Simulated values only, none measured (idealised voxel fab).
process module | voxel air gaps
cross-section cut | 255 nm wide | cells 5 nm
A cross-section is a grid of square cells, given in bands from the top down. A band is one or more rows of cells.
Each band's line starts with the height of the band's top and of its bottom, in nm. Then come its materials from left to right, each with its width in nm. One material with "throughout" fills the band from edge to edge. "air" is empty space.
Height 0 is the level under which the wafer as received is all one material. The lowest band goes on downwards, as in "0 down".
A width such as "30 to 40" changes by the same amount from each row of cells to the next, from the band's top row to its bottom row.
"no change" after a step means that no cell of the cross-section changed.
closed voids: empty space of 8 cells or more with no open way to the top, each as width x height at its distance from the left edge, in nm
after a step's settings: what the simulator itself notes on the step
overlay nm, on a step with a mask: how far to the right of its planned place the mask lay; to the left if negative
plan
1 op RECEIVE | material Si
2 op CONFORMAL_DEP | material SiO2 | thk nm 10
3 op CONFORMAL_DEP | material SiN | thk nm 5
4 op DIRECTIONAL_DEP | material lowk | thk nm 40
5 op PATTERN | tone open | mask id LINES | material resist | width nm 15 | pitch nm 40 | thk nm 15 | overlay nm 0
6 op DIRECTIONAL_ETCH | etch materials lowk | depth nm 40
7 op STRIP | etch materials resist
8 op CONFORMAL_DEP | material TiN | thk nm 5
9 op FILL_DEP | material Cu | thk nm 5
10 op CMP | height nm 55
11 op EPI | material Ru | thk nm 10
12 op SELECTIVE_ETCH | etch materials lowk | depth nm 50
13 op CONFORMAL_DEP | material SiN | thk nm 5
first wafer, as planned
as received, after step 1
  0 down: Si throughout
  closed voids: none
after step 2
  10 to 0: SiO2 throughout
  below 0: unchanged
after step 3
  15 to 10: SiN throughout
  below 10: unchanged
after step 4
  55 to 15: lowk throughout
  below 15: unchanged
after step 5
  70 to 55: resist 60 | air 15 | resist 25 | air 15 | resist 25 | air 15 | resist 25 | air 15 | resist 60
  below 55: unchanged
after step 6
  70 to 55: resist 60 | air 15 | resist 25 | air 15 | resist 25 | air 15 | resist 25 | air 15 | resist 60
  55 to 15: lowk 60 | air 15 | lowk 25 | air 15 | lowk 25 | air 15 | lowk 25 | air 15 | lowk 60
  below 15: unchanged
after step 7
  55 to 15: lowk 60 | air 15 | lowk 25 | air 15 | lowk 25 | air 15 | lowk 25 | air 15 | lowk 60
  below 15: unchanged
after step 8
  60 to 55: TiN 65 | air 5 | TiN 35 | air 5 | TiN 35 | air 5 | TiN 35 | air 5 | TiN 65
  55 to 20: lowk 60 | TiN 5 | air 5 | TiN 5 | lowk 25 | TiN 5 | air 5 | TiN 5 | lowk 25 | TiN 5 | air 5 | TiN 5 | lowk 25 | TiN 5 | air 5 | TiN 5 | lowk 60
  20 to 15: lowk 60 | TiN 15 | lowk 25 | TiN 15 | lowk 25 | TiN 15 | lowk 25 | TiN 15 | lowk 60
  below 15: unchanged
after step 9
  65 to 60: Cu throughout
  60 to 55: TiN 65 | Cu 5 | TiN 35 | Cu 5 | TiN 35 | Cu 5 | TiN 35 | Cu 5 | TiN 65
  55 to 20: lowk 60 | TiN 5 | Cu 5 | TiN 5 | lowk 25 | TiN 5 | Cu 5 | TiN 5 | lowk 25 | TiN 5 | Cu 5 | TiN 5 | lowk 25 | TiN 5 | Cu 5 | TiN 5 | lowk 60
  below 20: unchanged
after step 10
  55 to 20: lowk 60 | TiN 5 | Cu 5 | TiN 5 | lowk 25 | TiN 5 | Cu 5 | TiN 5 | lowk 25 | TiN 5 | Cu 5 | TiN 5 | lowk 25 | TiN 5 | Cu 5 | TiN 5 | lowk 60
  below 20: unchanged
after step 11
  65 to 55: air 50 | Ru 35 | air 5 | Ru 35 | air 5 | Ru 35 | air 5 | Ru 35 | air 50
  below 55: unchanged
after step 12
  65 to 55: air 50 | Ru 35 | air 5 | Ru 35 | air 5 | Ru 35 | air 5 | Ru 35 | air 50
  55 to 20: air 60 | TiN 5 | Cu 5 | TiN 5 | air 25 | TiN 5 | Cu 5 | TiN 5 | air 25 | TiN 5 | Cu 5 | TiN 5 | air 25 | TiN 5 | Cu 5 | TiN 5 | air 60
  20 to 15: air 60 | TiN 15 | air 25 | TiN 15 | air 25 | TiN 15 | air 25 | TiN 15 | air 60
  below 15: unchanged
after step 13
  70 to 65: air 45 | SiN 165 | air 45
  65 to 55: air 45 | SiN 5 | Ru 35 | SiN 5 | Ru 35 | SiN 5 | Ru 35 | SiN 5 | Ru 35 | SiN 5 | air 45
  55 to 50: air 45 | SiN 15 | TiN 5 | Cu 5 | TiN 5 | SiN 25 | TiN 5 | Cu 5 | TiN 5 | SiN 25 | TiN 5 | Cu 5 | TiN 5 | SiN 25 | TiN 5 | Cu 5 | TiN 5 | SiN 15 | air 45
  50 to 20: air 55 | SiN 5 | TiN 5 | Cu 5 | TiN 5 | SiN 5 | air 15 | SiN 5 | TiN 5 | Cu 5 | TiN 5 | SiN 5 | air 15 | SiN 5 | TiN 5 | Cu 5 | TiN 5 | SiN 5 | air 15 | SiN 5 | TiN 5 | Cu 5 | TiN 5 | SiN 5 | air 55
  20 to 15: SiN 60 | TiN 15 | SiN 25 | TiN 15 | SiN 25 | TiN 15 | SiN 25 | TiN 15 | SiN 60
  below 15: unchanged
  closed voids: 15 x 30 at 80; 15 x 30 at 120; 15 x 30 at 160
second wafer: like start, like plan, one mistake. Through step 9 it matches the first wafer
when step 10 should have ended
  60 to 55: TiN 65 | Cu 5 | TiN 35 | Cu 5 | TiN 35 | Cu 5 | TiN 35 | Cu 5 | TiN 65
  below 55: unchanged
when step 11 should have ended
  70 to 60: Ru throughout
  below 60: unchanged
when step 12 should have ended: no change
when step 13 should have ended
  75 to 70: SiN throughout
  below 70: unchanged
what went wrong: step 10 ran as: op CMP | height nm 60
at the end the second wafer has, in cells: 4 more of Cu | 46 more of Ru | 100 fewer of SiN | 47 more of TiN | 312 more of lowk
closed voids at the end (first wafer, second wafer): 3, 0
